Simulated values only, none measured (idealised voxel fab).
process module | voxel capacitor over wiring
cross-section cut | 255 nm wide | cells 5 nm
A cross-section is a grid of square cells, given in bands from the top down. A band is one or more rows of cells.
Each band's line starts with the height of the band's top and of its bottom, in nm. Then come its materials from left to right, each with its width in nm. One material with "throughout" fills the band from edge to edge. "air" is empty space.
Height 0 is the level under which the wafer as received is all one material. The lowest band goes on downwards, as in "0 down".
A width such as "30 to 40" changes by the same amount from each row of cells to the next, from the band's top row to its bottom row.
"no change" after a step means that no cell of the cross-section changed.
closed voids: empty space of 8 cells or more with no open way to the top, each as width x height at its distance from the left edge, in nm
after a step's settings: what the simulator itself notes on the step
overlay nm, on a step with a mask: how far to the right of its planned place the mask lay; to the left if negative
plan
1 op RECEIVE | material Si
2 op CONFORMAL_DEP | material SiO2 | thk nm 15
3 op DIRECTIONAL_DEP | material TiN | thk nm 5
4 op DIRECTIONAL_DEP | material W | thk nm 20
5 op MASKED_ETCH | tone cover | mask id METAL_1 | width nm 20 | pitch nm 85 | etch materials W | depth nm 20 | overlay nm 0
6 op MASKED_ETCH | tone cover | mask id METAL_1 | width nm 20 | pitch nm 85 | etch materials TiN | depth nm 5 | overlay nm 0
7 op FILL_DEP | material lowk | thk nm 5
8 op CMP | height nm 40
9 op CONFORMAL_DEP | material SiCN | thk nm 5
10 op DIRECTIONAL_DEP | material lowk | thk nm 10
11 op DIRECTIONAL_DEP | material aC | thk nm 10
12 op PATTERN | tone open | mask id PLUG_1 | material resist | width nm 15 | thk nm 30 | overlay nm 0
13 op DIRECTIONAL_ETCH | etch materials aC | depth nm 10
14 op STRIP | etch materials resist
15 op DIRECTIONAL_ETCH | etch materials lowk | depth nm 10
16 op DIRECTIONAL_ETCH | etch materials SiCN | depth nm 5
17 op STRIP | etch materials aC
18 op EPI | material Ru | thk nm 10
19 op EPI | material Ru | thk nm 5
20 op DIRECTIONAL_DEP | material TiN | thk nm 10
21 op DIRECTIONAL_DEP | material Al2O3 | thk nm 5
22 op DIRECTIONAL_DEP | material TiN | thk nm 5
23 op DIRECTIONAL_DEP | material aC | thk nm 10
24 op PATTERN | tone cover | mask id UPPER_PLATE | material resist | width nm 70 | thk nm 25 | overlay nm 0
25 op DIRECTIONAL_ETCH | etch materials aC | depth nm 10
26 op STRIP | etch materials resist
27 op DIRECTIONAL_ETCH | etch materials TiN | depth nm 5
28 op DIRECTIONAL_ETCH | etch materials Al2O3 | depth nm 5
29 op STRIP | etch materials aC
30 op DIRECTIONAL_DEP | material aC | thk nm 15
31 op PATTERN | tone cover | mask id LOWER_PLATE | material resist | width nm 80 | thk nm 35 | overlay nm 0
32 op DIRECTIONAL_ETCH | etch materials aC | depth nm 15
33 op STRIP | etch materials resist
34 op DIRECTIONAL_ETCH | etch materials TiN | depth nm 10
35 op STRIP | etch materials aC
36 op FILL_DEP | material SiO2 | thk nm 15
37 op CMP | height nm 85
38 op MASKED_ETCH | tone open | mask id PLUG_2 | width nm 15 | etch materials SiO2 | depth nm 10 | overlay nm 0
39 op CONFORMAL_DEP | material TiN | thk nm 5
40 op FILL_DEP | material W | thk nm 5
41 op CMP | height nm 85
42 op CONFORMAL_DEP | material SiN | thk nm 5
first wafer, as planned
as received, after step 1
  0 down: Si throughout
  closed voids: none
after step 2
  15 to 0: SiO2 throughout
  below 0: unchanged
after step 3
  20 to 15: TiN throughout
  below 15: unchanged
after step 4
  40 to 20: W throughout
  below 20: unchanged
after step 5
  40 to 20: air 75 | W 20 | air 65 | W 20 | air 75
  below 20: unchanged
after step 6
  40 to 20: air 75 | W 20 | air 65 | W 20 | air 75
  20 to 15: air 75 | TiN 20 | air 65 | TiN 20 | air 75
  below 15: unchanged
after step 7
  45 to 40: lowk throughout
  40 to 20: lowk 75 | W 20 | lowk 65 | W 20 | lowk 75
  20 to 15: lowk 75 | TiN 20 | lowk 65 | TiN 20 | lowk 75
  below 15: unchanged
after step 8
  40 to 20: lowk 75 | W 20 | lowk 65 | W 20 | lowk 75
  below 20: unchanged
after step 9
  45 to 40: SiCN throughout
  below 40: unchanged
after step 10
  55 to 45: lowk throughout
  below 45: unchanged
after step 11
  65 to 55: aC throughout
  below 55: unchanged
after step 12
  95 to 65: resist 80 | air 15 | resist 160
  below 65: unchanged
after step 13
  85 to 65: resist 80 | air 15 | resist 160
  65 to 55: aC 80 | air 15 | aC 160
  below 55: unchanged
after step 14
  65 to 55: aC 80 | air 15 | aC 160
  below 55: unchanged
after step 15
  65 to 55: aC 80 | air 15 | aC 160
  55 to 45: lowk 80 | air 15 | lowk 160
  below 45: unchanged
after step 16
  65 to 55: aC 80 | air 15 | aC 160
  55 to 45: lowk 80 | air 15 | lowk 160
  45 to 40: SiCN 80 | air 15 | SiCN 160
  below 40: unchanged
after step 17
  55 to 45: lowk 80 | air 15 | lowk 160
  below 45: unchanged
after step 18
  55 to 50: lowk 80 | air 15 | lowk 160
  50 to 45: lowk 80 | Ru 15 | lowk 160
  45 to 40: SiCN 80 | Ru 15 | SiCN 160
  below 40: unchanged
after step 19
  55 to 45: lowk 80 | Ru 15 | lowk 160
  below 45: unchanged
after step 20
  65 to 55: TiN throughout
  below 55: unchanged
after step 21
  70 to 65: Al2O3 throughout
  below 65: unchanged
after step 22
  75 to 70: TiN throughout
  below 70: unchanged
after step 23
  85 to 75: aC throughout
  below 75: unchanged
after step 24
  110 to 85: air 80 | resist 70 | air 105
  below 85: unchanged
after step 25
  100 to 85: air 80 | resist 70 | air 105
  85 to 75: air 80 | aC 70 | air 105
  below 75: unchanged
after step 26
  85 to 75: air 80 | aC 70 | air 105
  below 75: unchanged
after step 27
  85 to 75: air 80 | aC 70 | air 105
  75 to 70: air 80 | TiN 70 | air 105
  below 70: unchanged
after step 28
  85 to 75: air 80 | aC 70 | air 105
  75 to 70: air 80 | TiN 70 | air 105
  70 to 65: air 80 | Al2O3 70 | air 105
  below 65: unchanged
after step 29
  75 to 70: air 80 | TiN 70 | air 105
  below 70: unchanged
after step 30
  90 to 80: air 80 | aC 70 | air 105
  80 to 75: aC throughout
  75 to 70: aC 80 | TiN 70 | aC 105
  70 to 65: aC 80 | Al2O3 70 | aC 105
  below 65: unchanged
after step 31
  125 to 90: air 75 | resist 80 | air 100
  90 to 80: air 75 | resist 5 | aC 70 | resist 5 | air 100
  below 80: unchanged
after step 32
  110 to 90: air 75 | resist 80 | air 100
  90 to 80: air 75 | resist 5 | aC 70 | resist 5 | air 100
  80 to 75: air 75 | aC 80 | air 100
  75 to 70: air 75 | aC 5 | TiN 70 | aC 5 | air 100
  70 to 65: air 75 | aC 5 | Al2O3 70 | aC 5 | air 100
  below 65: unchanged
after step 33
  90 to 80: air 80 | aC 70 | air 105
  below 80: unchanged
after step 34
  90 to 80: air 80 | aC 70 | air 105
  80 to 75: air 75 | aC 80 | air 100
  75 to 70: air 75 | aC 5 | TiN 70 | aC 5 | air 100
  70 to 65: air 75 | aC 5 | Al2O3 70 | aC 5 | air 100
  65 to 55: air 75 | TiN 80 | air 100
  below 55: unchanged
after step 35
  75 to 70: air 80 | TiN 70 | air 105
  70 to 65: air 80 | Al2O3 70 | air 105
  below 65: unchanged
after step 36
  90 to 75: SiO2 throughout
  75 to 70: SiO2 80 | TiN 70 | SiO2 105
  70 to 65: SiO2 80 | Al2O3 70 | SiO2 105
  65 to 55: SiO2 75 | TiN 80 | SiO2 100
  below 55: unchanged
after step 37
  85 to 75: SiO2 throughout
  below 75: unchanged
after step 38
  85 to 75: SiO2 90 | air 15 | SiO2 150
  below 75: unchanged
after step 39
  90 to 85: TiN 95 | air 5 | TiN 155
  85 to 80: SiO2 90 | TiN 5 | air 5 | TiN 5 | SiO2 150
  80 to 70: SiO2 90 to 80 | TiN 15 to 70 | SiO2 150 to 105
  below 70: unchanged
after step 40
  95 to 90: W throughout
  90 to 85: TiN 95 | W 5 | TiN 155
  85 to 80: SiO2 90 | TiN 5 | W 5 | TiN 5 | SiO2 150
  below 80: unchanged
after step 41
  85 to 80: SiO2 90 | TiN 5 | W 5 | TiN 5 | SiO2 150
  below 80: unchanged
after step 42
  90 to 85: SiN throughout
  below 85: unchanged
second wafer: like start, like plan, one mistake. Through step 33 it matches the first wafer
when step 34 should have ended
  90 to 80: air 80 | aC 70 | air 105
  80 to 75: air 75 | aC 80 | air 100
  75 to 70: air 75 | aC 5 | TiN 70 | aC 5 | air 100
  70 to 65: air 75 | aC 5 | Al2O3 70 | aC 5 | air 100
  65 to 60: air 75 | TiN 80 | air 100
  below 60: unchanged
when step 35 should have ended
  75 to 70: air 80 | TiN 70 | air 105
  70 to 65: air 80 | Al2O3 70 | air 105
  below 65: unchanged
when step 36 should have ended
  90 to 75: SiO2 throughout
  75 to 70: SiO2 80 | TiN 70 | SiO2 105
  70 to 65: SiO2 80 | Al2O3 70 | SiO2 105
  65 to 60: SiO2 75 | TiN 80 | SiO2 100
  below 60: unchanged
when step 37 should have ended
  85 to 75: SiO2 throughout
  below 75: unchanged
when step 38 should have ended
  85 to 75: SiO2 90 | air 15 | SiO2 150
  below 75: unchanged
when step 39 should have ended
  90 to 85: TiN 95 | air 5 | TiN 155
  85 to 80: SiO2 90 | TiN 5 | air 5 | TiN 5 | SiO2 150
  80 to 70: SiO2 90 to 80 | TiN 15 to 70 | SiO2 150 to 105
  below 70: unchanged
when step 40 should have ended
  95 to 90: W throughout
  90 to 85: TiN 95 | W 5 | TiN 155
  85 to 80: SiO2 90 | TiN 5 | W 5 | TiN 5 | SiO2 150
  below 80: unchanged
when step 41 should have ended
  85 to 80: SiO2 90 | TiN 5 | W 5 | TiN 5 | SiO2 150
  below 80: unchanged
when step 42 should have ended
  90 to 85: SiN throughout
  below 85: unchanged
what went wrong: step 34 ran as: op DIRECTIONAL_ETCH | etch materials TiN | depth nm 5
at the end the second wafer has, in cells: 35 fewer of SiO2 | 35 more of TiN
